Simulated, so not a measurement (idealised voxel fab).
Process module heading - voxel capacitor over wiring
Xsec cut, 200 nm wide, square cell size 5 nm.
Throughout this document, each cross-section is represented as a grid of square cells and is presented as a sequence of bands enumerated from the top downward, where a band comprises one or more rows of cells.
Heads up on the band format: heights come first, top then bottom, in nm. After that it's the materials left to right, each with its width in nm. A single material flagged "throughout" fills the whole band edge to edge, and "air" means there's empty space there.
Note: height 0 marks the level under which the wafer is uniformly one material as received. Lowest band unbounded below, written "0..down".
The expression "30..40" gives the width at the extremes of the band, the first number at its top row of cells and the second at its bottom row, with the width changing by equal amounts from each row to the next in between.
"remained the same" (step): cross-section cells unchanged, all of them.
What "Encapsulated voids" gives you is every empty space of 8 cells or more that is cut off from the top. Each appears as width x height at distance, with the distance taken from the left edge and width, height and distance all in nm.
Anything after a step's settings on that line? It's the simulator's own note about the step.
A step's line can hold "overlay nm"; with a mask on that step, the setting says how far right of the planned place the mask lay, while a negative setting says it lay to the left.
Note: before/after cross-section pairs follow, one process step per pair, after-side truncated at the lowest changed band, step and settings given beneath. Different runs of this module on the same starting wafer may supply the pairs; a pair continues the one above only where the "Pre-step geometry" entry says so.

-- Pre-step geometry
- 80..70 | SiO2: 65 | TiN: 5 | Cu: 5 | TiN: 5 | SiO2: 120
- 70..65 | SiO2: 65 | TiN: 15 | SiO2: 120
- 65..55 | SiO2: 55 | TiN: 65 | SiO2: 80
- 55..50 | SiO2: 55 | HfO2: 65 | SiO2: 80
- 50..45 | SiO2: 55 | TiN: 70 | SiO2: 75
- 45..35 | lowk: 55 | Ru: 15 | lowk: 130
- 35..30 | SiCN: 55 | Ru: 15 | SiCN: 130
- 30..15 | lowk: 35 | SiCN: 5 | W: 30 | SiCN: 5 | lowk: 50 | SiCN: 5 | W: 30 | SiCN: 5 | lowk: 35
- 15..10 | SiCN: 40 | TiN: 30 | SiCN: 60 | TiN: 30 | SiCN: 40
- 10..0 | SiO2 throughout
- 0..down | Si throughout
- Encapsulated voids: none

-- After the Step
- 85..80 | SiCN throughout
- Everything under 80 stays put, no change at all.
- Encapsulated voids: none
What sits between those two cross-sections? CONFORMAL_DEP with material SiCN, thk nm 5

-- Pre-step geometry
- 30..15 | W throughout
- 15..10 | TiN throughout
- 10..0 | SiO2 throughout
- 0..down | Si throughout
- Encapsulated voids: none

-- After the Step
- 30..15 | air: 35 | W: 30 | air: 60 | W: 30 | air: 45
- Everything under 15 stays put, no change at all.
- Encapsulated voids: none
What sits between those two cross-sections? MASKED_ETCH with tone cover, mask id METAL_1, width nm 30, pitch nm 90, etch materials W, depth nm 15, overlay nm -5

Pre-step geometry: as shown after the step in the preceding pair, directly above.

-- After the Step
- 30..15 | air: 35 | W: 30 | air: 60 | W: 30 | air: 45
- 15..10 | air: 35 | TiN: 35 | air: 55 | TiN: 35 | air: 40
- Everything under 10 stays put, no change at all.
- Encapsulated voids: none
What sits between those two cross-sections? MASKED_ETCH with tone cover, mask id METAL_1, width nm 30, pitch nm 90, etch materials TiN, depth nm 5, overlay nm 0

Pre-step geometry: as shown after the step in the preceding pair, directly above.

-- After the Step
- 35..30 | air: 30 | SiCN: 40 | air: 50 | SiCN: 40 | air: 40
- 30..20 | air: 30 | SiCN: 5 | W: 30 | SiCN: 5 | air: 50 | SiCN: 5 | W: 30 | SiCN: 5 | air: 40
- 20..15 | air: 30 | SiCN: 5 | W: 30 | SiCN: 10 | air: 45 | SiCN: 5 | W: 30 | SiCN: 10 | air: 35
- 15..10 | SiCN: 35 | TiN: 35 | SiCN: 55 | TiN: 35 | SiCN: 40
- Everything under 10 stays put, no change at all.
- Encapsulated voids: none
What sits between those two cross-sections? CONFORMAL_DEP with material SiCN, thk nm 5

Pre-step geometry: as shown after the step in the preceding pair, directly above.

-- After the Step
- 45..35 | lowk throughout
- 35..30 | lowk: 30 | SiCN: 40 | lowk: 50 | SiCN: 40 | lowk: 40
- 30..20 | lowk: 30 | SiCN: 5 | W: 30 | SiCN: 5 | lowk: 50 | SiCN: 5 | W: 30 | SiCN: 5 | lowk: 40
- 20..15 | lowk: 30 | SiCN: 5 | W: 30 | SiCN: 10 | lowk: 45 | SiCN: 5 | W: 30 | SiCN: 10 | lowk: 35
- Everything under 15 stays put, no change at all.
- Encapsulated voids: none
What sits between those two cross-sections? FILL_DEP with material lowk, thk nm 10

Pre-step geometry: as shown after the step in the preceding pair, directly above.

-- After the Step
- 30..20 | lowk: 30 | SiCN: 5 | W: 30 | SiCN: 5 | lowk: 50 | SiCN: 5 | W: 30 | SiCN: 5 | lowk: 40
- Everything under 20 stays put, no change at all.
- Encapsulated voids: none
What sits between those two cross-sections? CMP with height nm 30

Pre-step geometry: as shown after the step in the preceding pair, directly above.

-- After the Step
- 35..30 | SiCN throughout
- Everything under 30 stays put, no change at all.
- Encapsulated voids: none
What sits between those two cross-sections? CONFORMAL_DEP with material SiCN, thk nm 5

Pre-step geometry: as shown after the step in the preceding pair, directly above.

-- After the Step
- 45..35 | lowk throughout
- Everything under 35 stays put, no change at all.
- Encapsulated voids: none
What sits between those two cross-sections? DIRECTIONAL_DEP with material lowk, thk nm 10

Pre-step geometry: as shown after the step in the preceding pair, directly above.

-- After the Step
- 60..45 | resist: 55 | air: 15 | resist: 130
- Everything under 45 stays put, no change at all.
- Encapsulated voids: none
What sits between those two cross-sections? PATTERN with tone open, mask id PLUG_1, material resist, width nm 15, thk nm 15, overlay nm 0

Pre-step geometry: as shown after the step in the preceding pair, directly above.

-- After the Step
- 60..45 | resist: 55 | air: 15 | resist: 130
- 45..35 | lowk: 55 | air: 15 | lowk: 130
- Everything under 35 stays put, no change at all.
- Encapsulated voids: none
What sits between those two cross-sections? DIRECTIONAL_ETCH with etch materials lowk, depth nm 10

Pre-step geometry: as shown after the step in the preceding pair, directly above.

-- After the Step
- 60..45 | resist: 55 | air: 15 | resist: 130
- 45..35 | lowk: 55 | air: 15 | lowk: 130
- 35..30 | SiCN: 55 | air: 15 | SiCN: 130
- Everything under 30 stays put, no change at all.
- Encapsulated voids: none
What sits between those two cross-sections? DIRECTIONAL_ETCH with etch materials SiCN, depth nm 5

Pre-step geometry: as shown after the step in the preceding pair, directly above.

-- After the Step
- 45..35 | lowk: 55 | air: 15 | lowk: 130
- Everything under 35 stays put, no change at all.
- Encapsulated voids: none
What sits between those two cross-sections? STRIP with etch materials resist

Pre-step geometry: as shown after the step in the preceding pair, directly above.

-- After the Step
- 45..40 | lowk: 55 | air: 15 | lowk: 130
- 40..35 | lowk: 55 | Ru: 15 | lowk: 130
- 35..30 | SiCN: 55 | Ru: 15 | SiCN: 130
- Everything under 30 stays put, no change at all.
- Encapsulated voids: none
What sits between those two cross-sections? EPI with material Ru, thk nm 10

Pre-step geometry: as shown after the step in the preceding pair, directly above.

-- After the Step
- 45..35 | lowk: 55 | Ru: 15 | lowk: 130
- Everything under 35 stays put, no change at all.
- Encapsulated voids: none
What sits between those two cross-sections? EPI with material Ru, thk nm 5

Pre-step geometry: as shown after the step in the preceding pair, directly above.

-- After the Step
- 50..45 | TiN throughout
- Everything under 45 stays put, no change at all.
- Encapsulated voids: none
What sits between those two cross-sections? DIRECTIONAL_DEP with material TiN, thk nm 5

Pre-step geometry: as shown after the step in the preceding pair, directly above.

-- After the Step
- 55..50 | HfO2 throughout
- Everything under 50 stays put, no change at all.
- Encapsulated voids: none
What sits between those two cross-sections? DIRECTIONAL_DEP with material HfO2, thk nm 5

Pre-step geometry: as shown after the step in the preceding pair, directly above.

-- After the Step
- 65..55 | TiN throughout
- Everything under 55 stays put, no change at all.
- Encapsulated voids: none
What sits between those two cross-sections? DIRECTIONAL_DEP with material TiN, thk nm 10

Pre-step geometry: as shown after the step in the preceding pair, directly above.

-- After the Step
- 75..65 | aC throughout
- Everything under 65 stays put, no change at all.
- Encapsulated voids: none
What sits between those two cross-sections? DIRECTIONAL_DEP with material aC, thk nm 10

Pre-step geometry: as shown after the step in the preceding pair, directly above.

-- After the Step
- 100..75 | air: 55 | resist: 65 | air: 80
- Everything under 75 stays put, no change at all.
- Encapsulated voids: none
What sits between those two cross-sections? PATTERN with tone cover, mask id UPPER_PLATE, material resist, width nm 65, thk nm 25, overlay nm 0

Pre-step geometry: as shown after the step in the preceding pair, directly above.

-- After the Step
- 90..75 | air: 55 | resist: 65 | air: 80
- 75..65 | air: 55 | aC: 65 | air: 80
- Everything under 65 stays put, no change at all.
- Encapsulated voids: none
What sits between those two cross-sections? DIRECTIONAL_ETCH with etch materials aC, depth nm 10

Pre-step geometry: as shown after the step in the preceding pair, directly above.

-- After the Step
- 75..65 | air: 55 | aC: 65 | air: 80
- Everything under 65 stays put, no change at all.
- Encapsulated voids: none
What sits between those two cross-sections? STRIP with etch materials resist

Pre-step geometry: as shown after the step in the preceding pair, directly above.

-- After the Step
- 75..65 | air: 55 | aC: 65 | air: 80
- 65..55 | air: 55 | TiN: 65 | air: 80
- Everything under 55 stays put, no change at all.
- Encapsulated voids: none
What sits between those two cross-sections? DIRECTIONAL_ETCH with etch materials TiN, depth nm 10

Pre-step geometry: as shown after the step in the preceding pair, directly above.

-- After the Step
- 75..65 | air: 55 | aC: 65 | air: 80
- 65..55 | air: 55 | TiN: 65 | air: 80
- 55..50 | air: 55 | HfO2: 65 | air: 80
- Everything under 50 stays put, no change at all.
- Encapsulated voids: none
What sits between those two cross-sections? DIRECTIONAL_ETCH with etch materials HfO2, depth nm 5

Pre-step geometry: as shown after the step in the preceding pair, directly above.

-- After the Step
- 65..55 | air: 55 | TiN: 65 | air: 80
- Everything under 55 stays put, no change at all.
- Encapsulated voids: none
What sits between those two cross-sections? STRIP with etch materials aC

Pre-step geometry: as shown after the step in the preceding pair, directly above.

-- After the Step
- 85..65 | air: 50 | resist: 75 | air: 75
- 65..55 | air: 50 | resist: 5 | TiN: 65 | resist: 5 | air: 75
- 55..50 | air: 50 | resist: 5 | HfO2: 65 | resist: 5 | air: 75
- Everything under 50 stays put, no change at all.
- Encapsulated voids: none
What sits between those two cross-sections? PATTERN with tone cover, mask id LOWER_PLATE, material resist, width nm 75, thk nm 20, overlay nm 0

Pre-step geometry: as shown after the step in the preceding pair, directly above.

-- After the Step
- 85..65 | air: 50 | resist: 75 | air: 75
- 65..55 | air: 50 | resist: 5 | TiN: 65 | resist: 5 | air: 75
- 55..50 | air: 50 | resist: 5 | HfO2: 65 | resist: 5 | air: 75
- 50..45 | air: 50 | TiN: 75 | air: 75
- Everything under 45 stays put, no change at all.
- Encapsulated voids: none
What sits between those two cross-sections? DIRECTIONAL_ETCH with etch materials TiN, depth nm 5

Pre-step geometry: as shown after the step in the preceding pair, directly above.

-- After the Step
- 65..55 | air: 55 | TiN: 65 | air: 80
- 55..50 | air: 55 | HfO2: 65 | air: 80
- Everything under 50 stays put, no change at all.
- Encapsulated voids: none
What sits between those two cross-sections? STRIP with etch materials resist

Pre-step geometry: as shown after the step in the preceding pair, directly above.

-- After the Step
- 85..65 | SiO2 throughout
- 65..55 | SiO2: 55 | TiN: 65 | SiO2: 80
- 55..50 | SiO2: 55 | HfO2: 65 | SiO2: 80
- 50..45 | SiO2: 50 | TiN: 75 | SiO2: 75
- Everything under 45 stays put, no change at all.
- Encapsulated voids: none
What sits between those two cross-sections? FILL_DEP with material SiO2, thk nm 20

Pre-step geometry: as shown after the step in the preceding pair, directly above.

-- After the Step
- 80..65 | SiO2 throughout
- Everything under 65 stays put, no change at all.
- Encapsulated voids: none
What sits between those two cross-sections? CMP with height nm 80

Pre-step geometry: as shown after the step in the preceding pair, directly above.

-- After the Step
- 90..80 | aC throughout
- Everything under 80 stays put, no change at all.
- Encapsulated voids: none
What sits between those two cross-sections? DIRECTIONAL_DEP with material aC, thk nm 10

Pre-step geometry: as shown after the step in the preceding pair, directly above.

-- After the Step
- 120..90 | resist: 65 | air: 15 | resist: 120
- Everything under 90 stays put, no change at all.
- Encapsulated voids: none
What sits between those two cross-sections? PATTERN with tone open, mask id PLUG_2, material resist, width nm 15, thk nm 30, overlay nm 0

Pre-step geometry: as shown after the step in the preceding pair, directly above.

-- After the Step
- 110..90 | resist: 65 | air: 15 | resist: 120
- 90..80 | aC: 65 | air: 15 | aC: 120
- Everything under 80 stays put, no change at all.
- Encapsulated voids: none
What sits between those two cross-sections? DIRECTIONAL_ETCH with etch materials aC, depth nm 10

Pre-step geometry: as shown after the step in the preceding pair, directly above.

-- After the Step
- 90..80 | aC: 65 | air: 15 | aC: 120
- Everything under 80 stays put, no change at all.
- Encapsulated voids: none
What sits between those two cross-sections? STRIP with etch materials resist

Pre-step geometry: as shown after the step in the preceding pair, directly above.

-- After the Step
- 90..80 | aC: 65 | air: 15 | aC: 120
- 80..65 | SiO2: 65 | air: 15 | SiO2: 120
- Everything under 65 stays put, no change at all.
- Encapsulated voids: none
What sits between those two cross-sections? DIRECTIONAL_ETCH with etch materials SiO2, depth nm 15

Pre-step geometry: as shown after the step in the preceding pair, directly above.

-- After the Step
- 80..65 | SiO2: 65 | air: 15 | SiO2: 120
- Everything under 65 stays put, no change at all.
- Encapsulated voids: none
What sits between those two cross-sections? STRIP with etch materials aC

Pre-step geometry: as shown after the step in the preceding pair, directly above.

-- After the Step
- 85..80 | TiN: 70 | air: 5 | TiN: 125
- 80..70 | SiO2: 65 | TiN: 5 | air: 5 | TiN: 5 | SiO2: 120
- 70..65 | SiO2: 65 | TiN: 15 | SiO2: 120
- Everything under 65 stays put, no change at all.
- Encapsulated voids: none
What sits between those two cross-sections? CONFORMAL_DEP with material TiN, thk nm 5

Pre-step geometry: as shown after the step in the preceding pair, directly above.

-- After the Step
- 90..85 | Cu throughout
- 85..80 | TiN: 70 | Cu: 5 | TiN: 125
- 80..70 | SiO2: 65 | TiN: 5 | Cu: 5 | TiN: 5 | SiO2: 120
- Everything under 70 stays put, no change at all.
- Encapsulated voids: none
What sits between those two cross-sections? FILL_DEP with material Cu, thk nm 5

Pre-step geometry: as shown after the step in the preceding pair, directly above.

-- After the Step
- 80..70 | SiO2: 65 | TiN: 5 | Cu: 5 | TiN: 5 | SiO2: 120
- Everything under 70 stays put, no change at all.
- Encapsulated voids: none
What sits between those two cross-sections? CMP with height nm 80

Pre-step geometry: as shown after the step in the preceding pair, directly above.

-- After the Step
- 85..80 | SiCN throughout
- Everything under 80 stays put, no change at all.
- Encapsulated voids: none
What sits between those two cross-sections? CONFORMAL_DEP with material SiCN, thk nm 5

-- Pre-step geometry
- 65..55 | air: 55 | TiN: 65 | air: 80
- 55..50 | air: 55 | HfO2: 65 | air: 80
- 50..45 | air: 50 | TiN: 75 | air: 75
- 45..35 | lowk: 55 | Ru: 15 | lowk: 130
- 35..30 | SiCN: 55 | Ru: 15 | SiCN: 130
- 30..15 | lowk: 35 | SiCN: 5 | W: 30 | SiCN: 5 | lowk: 50 | SiCN: 5 | W: 30 | SiCN: 5 | lowk: 35
- 15..10 | SiCN: 40 | TiN: 30 | SiCN: 60 | TiN: 30 | SiCN: 40
- 10..0 | SiO2 throughout
- 0..down | Si throughout
- Encapsulated voids: none

-- After the Step
- 85..65 | Cu throughout
- 65..55 | Cu: 55 | TiN: 65 | Cu: 80
- 55..50 | Cu: 55 | HfO2: 65 | Cu: 80
- 50..45 | Cu: 50 | TiN: 75 | Cu: 75
- Everything under 45 stays put, no change at all.
- Encapsulated voids: none
What sits between those two cross-sections? FILL_DEP with material Cu, thk nm 20

Pre-step geometry: as shown after the step in the preceding pair, directly above.

-- After the Step
- 80..65 | Cu throughout
- Everything under 65 stays put, no change at all.
- Encapsulated voids: none
What sits between those two cross-sections? CMP with height nm 80

Pre-step geometry: as shown after the step in the preceding pair, directly above.

-- After the Step
- 90..80 | aC throughout
- Everything under 80 stays put, no change at all.
- Encapsulated voids: none
What sits between those two cross-sections? DIRECTIONAL_DEP with material aC, thk nm 10

Pre-step geometry: as shown after the step in the preceding pair, directly above.

-- After the Step
- 120..90 | resist: 65 | air: 15 | resist: 120
- Everything under 90 stays put, no change at all.
- Encapsulated voids: none
What sits between those two cross-sections? PATTERN with tone open, mask id PLUG_2, material resist, width nm 15, thk nm 30, overlay nm 0

Pre-step geometry: as shown after the step in the preceding pair, directly above.

-- After the Step
- 110..90 | resist: 65 | air: 15 | resist: 120
- 90..80 | aC: 65 | air: 15 | aC: 120
- Everything under 80 stays put, no change at all.
- Encapsulated voids: none
What sits between those two cross-sections? DIRECTIONAL_ETCH with etch materials aC, depth nm 10

Pre-step geometry: as shown after the step in the preceding pair, directly above.

-- After the Step
- 90..80 | aC: 65 | air: 15 | aC: 120
- Everything under 80 stays put, no change at all.
- Encapsulated voids: none
What sits between those two cross-sections? STRIP with etch materials resist

Pre-step geometry: as shown after the step in the preceding pair, directly above.

-- After the Step
- 80..65 | Cu throughout
- Everything under 65 stays put, no change at all.
- Encapsulated voids: none
What sits between those two cross-sections? STRIP with etch materials aC

Pre-step geometry: as shown after the step in the preceding pair, directly above.

-- After the Step
- 85..80 | TiN throughout
- Everything under 80 stays put, no change at all.
- Encapsulated voids: none
What sits between those two cross-sections? CONFORMAL_DEP with material TiN, thk nm 5

Pre-step geometry: as shown after the step in the preceding pair, directly above.

-- After the Step
- 90..85 | Cu throughout
- Everything under 85 stays put, no change at all.
- Encapsulated voids: none
What sits between those two cross-sections? FILL_DEP with material Cu, thk nm 5

Pre-step geometry: as shown after the step in the preceding pair, directly above.

-- After the Step
- 80..65 | Cu throughout
- Everything under 65 stays put, no change at all.
- Encapsulated voids: none
What sits between those two cross-sections? CMP with height nm 80

Pre-step geometry: as shown after the step in the preceding pair, directly above.

-- After the Step
- 85..80 | SiCN throughout
- Everything under 80 stays put, no change at all.
- Encapsulated voids: none
What sits between those two cross-sections? CONFORMAL_DEP with material SiCN, thk nm 5

-- Pre-step geometry
- 30..15 | W throughout
- 15..10 | TiN throughout
- 10..0 | SiO2 throughout
- 0..down | Si throughout
- Encapsulated voids: none

-- After the Step
- 30..15 | W: 40 | air: 30 | W: 60 | air: 30 | W: 40
- Everything under 15 stays put, no change at all.
- Encapsulated voids: none
What sits between those two cross-sections? MASKED_ETCH with tone open, mask id METAL_1, width nm 30, pitch nm 90, etch materials W, depth nm 15, overlay nm 0

Pre-step geometry: as shown after the step in the preceding pair, directly above.

-- After the Step
- 35..30 | SiCN: 45 | air: 20 | SiCN: 70 | air: 20 | SiCN: 45
- 30..20 | W: 40 | SiCN: 5 | air: 20 | SiCN: 5 | W: 60 | SiCN: 5 | air: 20 | SiCN: 5 | W: 40
- 20..15 | W: 40 | SiCN: 30 | W: 60 | SiCN: 30 | W: 40
- Everything under 15 stays put, no change at all.
- Encapsulated voids: none
What sits between those two cross-sections? CONFORMAL_DEP with material SiCN, thk nm 5

Pre-step geometry: as shown after the step in the preceding pair, directly above.

-- After the Step
- 45..35 | lowk throughout
- 35..30 | SiCN: 45 | lowk: 20 | SiCN: 70 | lowk: 20 | SiCN: 45
- 30..20 | W: 40 | SiCN: 5 | lowk: 20 | SiCN: 5 | W: 60 | SiCN: 5 | lowk: 20 | SiCN: 5 | W: 40
- Everything under 20 stays put, no change at all.
- Encapsulated voids: none
What sits between those two cross-sections? FILL_DEP with material lowk, thk nm 10

Pre-step geometry: as shown after the step in the preceding pair, directly above.

-- After the Step
- 30..20 | W: 40 | SiCN: 5 | lowk: 20 | SiCN: 5 | W: 60 | SiCN: 5 | lowk: 20 | SiCN: 5 | W: 40
- Everything under 20 stays put, no change at all.
- Encapsulated voids: none
What sits between those two cross-sections? CMP with height nm 30

Pre-step geometry: as shown after the step in the preceding pair, directly above.

-- After the Step
- 35..30 | SiCN throughout
- Everything under 30 stays put, no change at all.
- Encapsulated voids: none
What sits between those two cross-sections? CONFORMAL_DEP with material SiCN, thk nm 5

Pre-step geometry: as shown after the step in the preceding pair, directly above.

-- After the Step
- 45..35 | lowk throughout
- Everything under 35 stays put, no change at all.
- Encapsulated voids: none
What sits between those two cross-sections? DIRECTIONAL_DEP with material lowk, thk nm 10

Pre-step geometry: as shown after the step in the preceding pair, directly above.

-- After the Step
- 60..45 | resist: 55 | air: 15 | resist: 130
- Everything under 45 stays put, no change at all.
- Encapsulated voids: none
What sits between those two cross-sections? PATTERN with tone open, mask id PLUG_1, material resist, width nm 15, thk nm 15, overlay nm 0

Pre-step geometry: as shown after the step in the preceding pair, directly above.

-- After the Step
- 60..45 | resist: 55 | air: 15 | resist: 130
- 45..35 | lowk: 55 | air: 15 | lowk: 130
- Everything under 35 stays put, no change at all.
- Encapsulated voids: none
What sits between those two cross-sections? DIRECTIONAL_ETCH with etch materials lowk, depth nm 10

Pre-step geometry: as shown after the step in the preceding pair, directly above.

-- After the Step
- 60..45 | resist: 55 | air: 15 | resist: 130
- 45..35 | lowk: 55 | air: 15 | lowk: 130
- 35..30 | SiCN: 55 | air: 15 | SiCN: 130
- Everything under 30 stays put, no change at all.
- Encapsulated voids: none
What sits between those two cross-sections? DIRECTIONAL_ETCH with etch materials SiCN, depth nm 5

Pre-step geometry: as shown after the step in the preceding pair, directly above.

-- After the Step
- 45..35 | lowk: 55 | air: 15 | lowk: 130
- Everything under 35 stays put, no change at all.
- Encapsulated voids: none
What sits between those two cross-sections? STRIP with etch materials resist

Pre-step geometry: as shown after the step in the preceding pair, directly above.

-- After the Step
- 50..45 | TiN: 55 | air: 15 | TiN: 130
- 45..35 | lowk: 55 | air: 15 | lowk: 130
- 35..30 | SiCN: 55 | TiN: 15 | SiCN: 130
- Everything under 30 stays put, no change at all.
- Encapsulated voids: none
What sits between those two cross-sections? DIRECTIONAL_DEP with material TiN, thk nm 5

Pre-step geometry: as shown after the step in the preceding pair, directly above.

-- After the Step
- 55..50 | HfO2: 55 | air: 15 | HfO2: 130
- 50..45 | TiN: 55 | air: 15 | TiN: 130
- 45..40 | lowk: 55 | air: 15 | lowk: 130
- 40..35 | lowk: 55 | HfO2: 15 | lowk: 130
- Everything under 35 stays put, no change at all.
- Encapsulated voids: none
What sits between those two cross-sections? DIRECTIONAL_DEP with material HfO2, thk nm 5

Pre-step geometry: as shown after the step in the preceding pair, directly above.

-- After the Step
- 65..55 | TiN: 55 | air: 15 | TiN: 130
- 55..50 | HfO2: 55 | air: 15 | HfO2: 130
- 50..45 | TiN throughout
- 45..40 | lowk: 55 | TiN: 15 | lowk: 130
- Everything under 40 stays put, no change at all.
- Encapsulated voids: none
What sits between those two cross-sections? DIRECTIONAL_DEP with material TiN, thk nm 10

Pre-step geometry: as shown after the step in the preceding pair, directly above.

-- After the Step
- 75..65 | aC: 55 | air: 15 | aC: 130
- 65..60 | TiN: 55 | air: 15 | TiN: 130
- 60..55 | TiN: 55 | aC: 15 | TiN: 130
- 55..50 | HfO2: 55 | aC: 15 | HfO2: 130
- Everything under 50 stays put, no change at all.
- Encapsulated voids: none
What sits between those two cross-sections? DIRECTIONAL_DEP with material aC, thk nm 10

Pre-step geometry: as shown after the step in the preceding pair, directly above.

-- After the Step
- 100..75 | air: 55 | resist: 65 | air: 80
- 75..65 | aC: 55 | resist: 15 | aC: 130
- 65..60 | TiN: 55 | resist: 15 | TiN: 130
- Everything under 60 stays put, no change at all.
- Encapsulated voids: none
What sits between those two cross-sections? PATTERN with tone cover, mask id UPPER_PLATE, material resist, width nm 65, thk nm 25, overlay nm 0

Pre-step geometry: as shown after the step in the preceding pair, directly above.

-- After the Step
- 90..75 | air: 55 | resist: 65 | air: 80
- 75..65 | air: 55 | resist: 15 | aC: 50 | air: 80
- Everything under 65 stays put, no change at all.
- Encapsulated voids: none
What sits between those two cross-sections? DIRECTIONAL_ETCH with etch materials aC, depth nm 10

Pre-step geometry: as shown after the step in the preceding pair, directly above.

-- After the Step
- 75..65 | air: 70 | aC: 50 | air: 80
- 65..60 | TiN: 55 | air: 15 | TiN: 130
- Everything under 60 stays put, no change at all.
- Encapsulated voids: none
What sits between those two cross-sections? STRIP with etch materials resist

Pre-step geometry: as shown after the step in the preceding pair, directly above.

-- After the Step
- 75..65 | air: 70 | aC: 50 | air: 80
- 65..60 | air: 70 | TiN: 50 | air: 80
- 60..55 | air: 55 | aC: 15 | TiN: 50 | air: 80
- Everything under 55 stays put, no change at all.
- Encapsulated voids: none
What sits between those two cross-sections? DIRECTIONAL_ETCH with etch materials TiN, depth nm 10

Pre-step geometry: as shown after the step in the preceding pair, directly above.

-- After the Step
- 75..65 | air: 70 | aC: 50 | air: 80
- 65..60 | air: 70 | TiN: 50 | air: 80
- 60..55 | air: 55 | aC: 15 | TiN: 50 | air: 80
- 55..50 | air: 55 | aC: 15 | HfO2: 50 | air: 80
- Everything under 50 stays put, no change at all.
- Encapsulated voids: none
What sits between those two cross-sections? DIRECTIONAL_ETCH with etch materials HfO2, depth nm 5

Pre-step geometry: as shown after the step in the preceding pair, directly above.

-- After the Step
- 65..55 | air: 70 | TiN: 50 | air: 80
- 55..50 | air: 70 | HfO2: 50 | air: 80
- Everything under 50 stays put, no change at all.
- Encapsulated voids: none
What sits between those two cross-sections? STRIP with etch materials aC

Pre-step geometry: as shown after the step in the preceding pair, directly above.

-- After the Step
- 85..65 | air: 50 | resist: 75 | air: 75
- 65..55 | air: 50 | resist: 20 | TiN: 50 | resist: 5 | air: 75
- 55..50 | air: 50 | resist: 20 | HfO2: 50 | resist: 5 | air: 75
- Everything under 50 stays put, no change at all.
- Encapsulated voids: none
What sits between those two cross-sections? PATTERN with tone cover, mask id LOWER_PLATE, material resist, width nm 75, thk nm 20, overlay nm 0

Pre-step geometry: as shown after the step in the preceding pair, directly above.

-- After the Step
- 85..65 | air: 50 | resist: 75 | air: 75
- 65..55 | air: 50 | resist: 20 | TiN: 50 | resist: 5 | air: 75
- 55..50 | air: 50 | resist: 20 | HfO2: 50 | resist: 5 | air: 75
- 50..45 | air: 50 | TiN: 75 | air: 75
- Everything under 45 stays put, no change at all.
- Encapsulated voids: none
What sits between those two cross-sections? DIRECTIONAL_ETCH with etch materials TiN, depth nm 5

Pre-step geometry: as shown after the step in the preceding pair, directly above.

-- After the Step
- 65..55 | air: 70 | TiN: 50 | air: 80
- 55..50 | air: 70 | HfO2: 50 | air: 80
- Everything under 50 stays put, no change at all.
- Encapsulated voids: none
What sits between those two cross-sections? STRIP with etch materials resist

Pre-step geometry: as shown after the step in the preceding pair, directly above.

-- After the Step
- 85..65 | SiO2 throughout
- 65..55 | SiO2: 70 | TiN: 50 | SiO2: 80
- 55..50 | SiO2: 70 | HfO2: 50 | SiO2: 80
- 50..45 | SiO2: 50 | TiN: 75 | SiO2: 75
- Everything under 45 stays put, no change at all.
- Encapsulated voids: none
What sits between those two cross-sections? FILL_DEP with material SiO2, thk nm 20

Pre-step geometry: as shown after the step in the preceding pair, directly above.

-- After the Step
- 80..65 | SiO2 throughout
- Everything under 65 stays put, no change at all.
- Encapsulated voids: none
What sits between those two cross-sections? CMP with height nm 80

Pre-step geometry: as shown after the step in the preceding pair, directly above.

-- After the Step
- 90..80 | aC throughout
- Everything under 80 stays put, no change at all.
- Encapsulated voids: none
What sits between those two cross-sections? DIRECTIONAL_DEP with material aC, thk nm 10

Pre-step geometry: as shown after the step in the preceding pair, directly above.

-- After the Step
- 120..90 | resist: 65 | air: 15 | resist: 120
- Everything under 90 stays put, no change at all.
- Encapsulated voids: none
What sits between those two cross-sections? PATTERN with tone open, mask id PLUG_2, material resist, width nm 15, thk nm 30, overlay nm 0

Pre-step geometry: as shown after the step in the preceding pair, directly above.

-- After the Step
- 110..90 | resist: 65 | air: 15 | resist: 120
- 90..80 | aC: 65 | air: 15 | aC: 120
- Everything under 80 stays put, no change at all.
- Encapsulated voids: none
What sits between those two cross-sections? DIRECTIONAL_ETCH with etch materials aC, depth nm 10

Pre-step geometry: as shown after the step in the preceding pair, directly above.

-- After the Step
- 90..80 | aC: 65 | air: 15 | aC: 120
- Everything under 80 stays put, no change at all.
- Encapsulated voids: none
What sits between those two cross-sections? STRIP with etch materials resist

Pre-step geometry: as shown after the step in the preceding pair, directly above.

-- After the Step
- 90..80 | aC: 65 | air: 15 | aC: 120
- 80..65 | SiO2: 65 | air: 15 | SiO2: 120
- Everything under 65 stays put, no change at all.
- Encapsulated voids: none
What sits between those two cross-sections? DIRECTIONAL_ETCH with etch materials SiO2, depth nm 15

Pre-step geometry: as shown after the step in the preceding pair, directly above.

-- After the Step
- 80..65 | SiO2: 65 | air: 15 | SiO2: 120
- Everything under 65 stays put, no change at all.
- Encapsulated voids: none
What sits between those two cross-sections? STRIP with etch materials aC

Pre-step geometry: as shown after the step in the preceding pair, directly above.

-- After the Step
- 85..80 | TiN: 70 | air: 5 | TiN: 125
- 80..70 | SiO2: 65 | TiN: 5 | air: 5 | TiN: 5 | SiO2: 120
- 70..65 | SiO2: 65 | TiN: 15 | SiO2: 120
- Everything under 65 stays put, no change at all.
- Encapsulated voids: none
What sits between those two cross-sections? CONFORMAL_DEP with material TiN, thk nm 5

Pre-step geometry: as shown after the step in the preceding pair, directly above.

-- After the Step
- 90..85 | Cu throughout
- 85..80 | TiN: 70 | Cu: 5 | TiN: 125
- 80..70 | SiO2: 65 | TiN: 5 | Cu: 5 | TiN: 5 | SiO2: 120
- Everything under 70 stays put, no change at all.
- Encapsulated voids: none
What sits between those two cross-sections? FILL_DEP with material Cu, thk nm 5

Pre-step geometry: as shown after the step in the preceding pair, directly above.

-- After the Step
- 80..70 | SiO2: 65 | TiN: 5 | Cu: 5 | TiN: 5 | SiO2: 120
- Everything under 70 stays put, no change at all.
- Encapsulated voids: none
What sits between those two cross-sections? CMP with height nm 80

Pre-step geometry: as shown after the step in the preceding pair, directly above.

-- After the Step
- 85..80 | SiCN throughout
- Everything under 80 stays put, no change at all.
- Encapsulated voids: none
What sits between those two cross-sections? CONFORMAL_DEP with material SiCN, thk nm 5
